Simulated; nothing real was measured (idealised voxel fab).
This section sets out a process module, namely voxel ribs on slabs.
Pictured: cross-section cut, 150 nm wide, on a grid of 5 nm square cells.
A cross-section is a grid of square cells, given in bands from the top down. A band is one or more rows of cells.
In this notation a band is specified by the heights of its top and bottom, in that order and in nm, after which its materials appear from left to right, each paired with its width in nm. The word "edge to edge" attached to a single material means that material fills the band from edge to edge; the word "empty" stands for empty space.
Heights are expressed relative to 0, this being the level below which the as-received wafer comprises one material exclusively. The lowest band is unbounded in the downward direction and is denoted as in "0 down".
You'd read "30..40" like this: the band's top row of cells is as wide as the first number, its bottom row is as wide as the second, and going down, every row changes width by the same amount as the row before did.
"no alteration" -> step changed no cross-section cell.
Voids not open to the top, 8 cells minimum: see "Trapped void list". Written width x height at distance; distance is from the left edge; nm.
On a step's line, text after the settings is the simulator commenting on that step.
When a step includes a mask, the "overlay nm" setting on its line states how far to the right of its planned place that mask lay, and negative values state how far to the left.
-- The steps planned for the process are as follows
| 1 | RECEIVE with material Si |
| 2 | DIRECTIONAL_DEP with material SiO2, thk nm 25 |
| 3 | DIRECTIONAL_DEP with material polySi, thk nm 15 |
| 4 | DIRECTIONAL_DEP with material aC, thk nm 10 |
| 5 | PATTERN with tone cover, mask id RIB, material resist, width nm 15, thk nm 25, overlay nm 0 |
| 6 | DIRECTIONAL_ETCH with etch materials aC, depth nm 10 |
| 7 | STRIP with etch materials resist |
| 8 | DIRECTIONAL_ETCH with etch materials polySi, depth nm 10 |
| 9 | STRIP with etch materials aC |
| 10 | DIRECTIONAL_DEP with material aC, thk nm 15 |
| 11 | PATTERN with tone cover, mask id SLAB, material resist, width nm 55, thk nm 35, overlay nm 0 |
| 12 | DIRECTIONAL_ETCH with etch materials aC, depth nm 15 |
| 13 | STRIP with etch materials resist |
| 14 | DIRECTIONAL_ETCH with etch materials polySi, depth nm 5 |
| 15 | STRIP with etch materials aC |
| 16 | FILL_DEP with material SiO2, thk nm 15 |
| 17 | CMP with height nm 50 |
| 18 | DIRECTIONAL_DEP with material TiN, thk nm 10 |
| 19 | DIRECTIONAL_DEP with material aC, thk nm 15 |
| 20 | PATTERN with tone cover, mask id HEATER, material resist, width nm 25, thk nm 35, overlay nm 0 |
| 21 | DIRECTIONAL_ETCH with etch materials aC, depth nm 15 |
| 22 | STRIP with etch materials resist |
| 23 | DIRECTIONAL_ETCH with etch materials TiN, depth nm 10 |
| 24 | STRIP with etch materials aC |
| 25 | CONFORMAL_DEP with material SiN, thk nm 5 |
-- Cross-section, incoming material, after step 1
0 down = Si edge to edge
Trapped void list: none
-- The first of two wafers, cross-sectioned at the end of the module, with the run proceeding as planned
65 to 60 = 55 of empty, 35 of SiN, 60 of empty
60 to 55 = 55 of empty, 5 of SiN, 25 of TiN, 5 of SiN, 60 of empty
55 to 50 = 60 of SiN, 25 of TiN, 65 of SiN
50 to 40 = SiO2 edge to edge
40 to 30 = 65 of SiO2, 15 of polySi, 70 of SiO2
30 to 25 = 45 of SiO2, 55 of polySi, 50 of SiO2
25 to 0 = SiO2 edge to edge
0 down = Si edge to edge
Trapped void list: none
-- Cross-sectional view of the second of two wafers upon completion of the module. This wafer shared its starting condition and process plan with the first; one error was made during its execution
65 to 60 = 55 of empty, 35 of SiN, 60 of empty
60 to 55 = 55 of empty, 5 of SiN, 25 of TiN, 5 of SiN, 60 of empty
55 to 50 = 60 of SiN, 25 of TiN, 65 of SiN
50 to 35 = SiO2 edge to edge
35 to 30 = 65 of SiO2, 15 of polySi, 70 of SiO2
30 to 25 = 45 of polySi, 20 of SiO2, 15 of polySi, 20 of SiO2, 50 of polySi
25 to 0 = SiO2 edge to edge
0 down = Si edge to edge
Trapped void list: none
Processing error: step 11 ran as: PATTERN with tone open, mask id SLAB, material resist, width nm 55, thk nm 35, overlay nm 0
The final cell counts differ between the wafers, with the second having more or fewer of some materials than the first: 8 fewer of SiO2 | 8 more of polySi
